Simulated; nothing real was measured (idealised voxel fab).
Process module heading - voxel self aligned vias
Square cells of 5 nm make up the cross-section cut, whose width is 255 nm.
How to read a cross-section here: the picture is a grid of square cells, written as bands going from the top down, and any band can span one or more rows of cells. Top, bottom (nm), then materials left to right with widths (nm); lone material tagged "everywhere" fills the whole band edge to edge; "blank" = empty space. It should be noted that heights are counted from 0, beneath which the wafer as supplied is of one material throughout, and that the lowest band possesses no lower boundary but continues downward, as written in "0 -> down". A width given as "30 to 40" starts at the first number in the band's top row and ends at the second number in its bottom row, shifting by an equal amount at every step from row to row. You'll sometimes find "nothing was modified" written for a step, and that's the way of saying that nowhere in the cross-section did a cell change during that step. The label "Unvented internal voids" introduces a list of the empty spaces, 8 cells or larger, that have no open way up to the top; each entry in it reads width x height at distance, where the distance is taken from the left edge and all three are stated in nm. The remark found on a step's line after its settings is issued by the simulator itself and pertains to that step. overlay nm: where the mask lay relative to plan, measured to the right, on steps with a mask; negatives go left.

[The planned process steps are enumerated hereunder]
| 1 | RECEIVE with material Si |
| 2 | CONFORMAL_DEP with material SiO2, thk nm 10 |
| 3 | CONFORMAL_DEP with material SiCN, thk nm 5 |
| 4 | DIRECTIONAL_DEP with material lowk, thk nm 25 |
| 5 | PATTERN with tone open, mask id LINES, material resist, width nm 25, pitch nm 55, thk nm 20, overlay nm 0 |
| 6 | DIRECTIONAL_ETCH with etch materials lowk, depth nm 25 |
| 7 | STRIP with etch materials resist |
| 8 | CONFORMAL_DEP with material TiN, thk nm 5 |
| 9 | FILL_DEP with material Ru, thk nm 10 |
| 10 | CMP with height nm 40 |
| 11 | SELECTIVE_ETCH with etch materials W Ru TiN, depth nm 5 |
| 12 | FILL_DEP with material SiN, thk nm 10 |
| 13 | CMP with height nm 40 |
| 14 | DIRECTIONAL_DEP with material lowk, thk nm 15 |
| 15 | DIRECTIONAL_DEP with material aC, thk nm 15 |
| 16 | PATTERN with tone open, mask id VIAS, material resist, width nm 35, pitch nm 55, thk nm 30, overlay nm 0 |
| 17 | DIRECTIONAL_ETCH with etch materials aC, depth nm 15 |
| 18 | STRIP with etch materials resist |
| 19 | DIRECTIONAL_ETCH with etch materials lowk, depth nm 15 |
| 20 | DIRECTIONAL_ETCH with etch materials SiN, depth nm 5 |
| 21 | STRIP with etch materials aC |
| 22 | CONFORMAL_DEP with material TiN, thk nm 5 |
| 23 | FILL_DEP with material Cu, thk nm 10 |
| 24 | CMP with height nm 55 |
| 25 | CONFORMAL_DEP with material SiCN, thk nm 5 |

[Shown in cross-section is the wafer as received, that is, as it stands after step 1]
- 0 -> down = Si everywhere
- Unvented internal voids: none

[Post-module cross-section of the first of two wafers (run per plan)]
- 60 -> 55 = SiCN everywhere
- 55 -> 45 = lowk: 80  TiN: 5  Cu: 25  TiN: 5  lowk: 20  TiN: 5  Cu: 25  TiN: 5  lowk: 85
- 45 -> 40 = lowk: 80  TiN: 10  Cu: 15  TiN: 10  lowk: 20  TiN: 10  Cu: 15  TiN: 10  lowk: 85
- 40 -> 35 = lowk: 85  TiN: 25  lowk: 30  TiN: 25  lowk: 90
- 35 -> 20 = lowk: 85  TiN: 5  Ru: 15  TiN: 5  lowk: 30  TiN: 5  Ru: 15  TiN: 5  lowk: 90
- 20 -> 15 = lowk: 85  TiN: 25  lowk: 30  TiN: 25  lowk: 90
- 15 -> 10 = SiCN everywhere
- 10 -> 0 = SiO2 everywhere
- 0 -> down = Si everywhere
- Unvented internal voids: none

[What the second wafer looks like in cross-section once the module is done. Its start and its plan matched the first wafer's exactly; what differed was one mistake in how it was run]
- 60 -> 55 = SiCN everywhere
- 55 -> 45 = lowk: 80  TiN: 5  Cu: 25  TiN: 5  lowk: 20  TiN: 5  Cu: 25  TiN: 5  lowk: 85
- 45 -> 40 = lowk: 80  TiN: 10  Cu: 15  TiN: 10  lowk: 20  TiN: 10  Cu: 15  TiN: 10  lowk: 85
- 40 -> 35 = lowk: 85  TiN: 25  lowk: 30  TiN: 25  lowk: 90
- 35 -> 20 = lowk: 85  TiN: 5  Ru: 15  TiN: 5  lowk: 30  TiN: 5  Ru: 15  TiN: 5  lowk: 90
- 20 -> 15 = lowk: 85  TiN: 25  lowk: 30  TiN: 25  lowk: 90
- 15 -> 5 = SiO2 everywhere
- 5 -> 0 = SiCN everywhere
- 0 -> down = Si everywhere
- Unvented internal voids: none
What was done differently from what was planned? steps 2 and 3: order swapped relative to plan
So at the finish, the second wafer's got exactly as many cells of each material as the first, just not in the same spots.
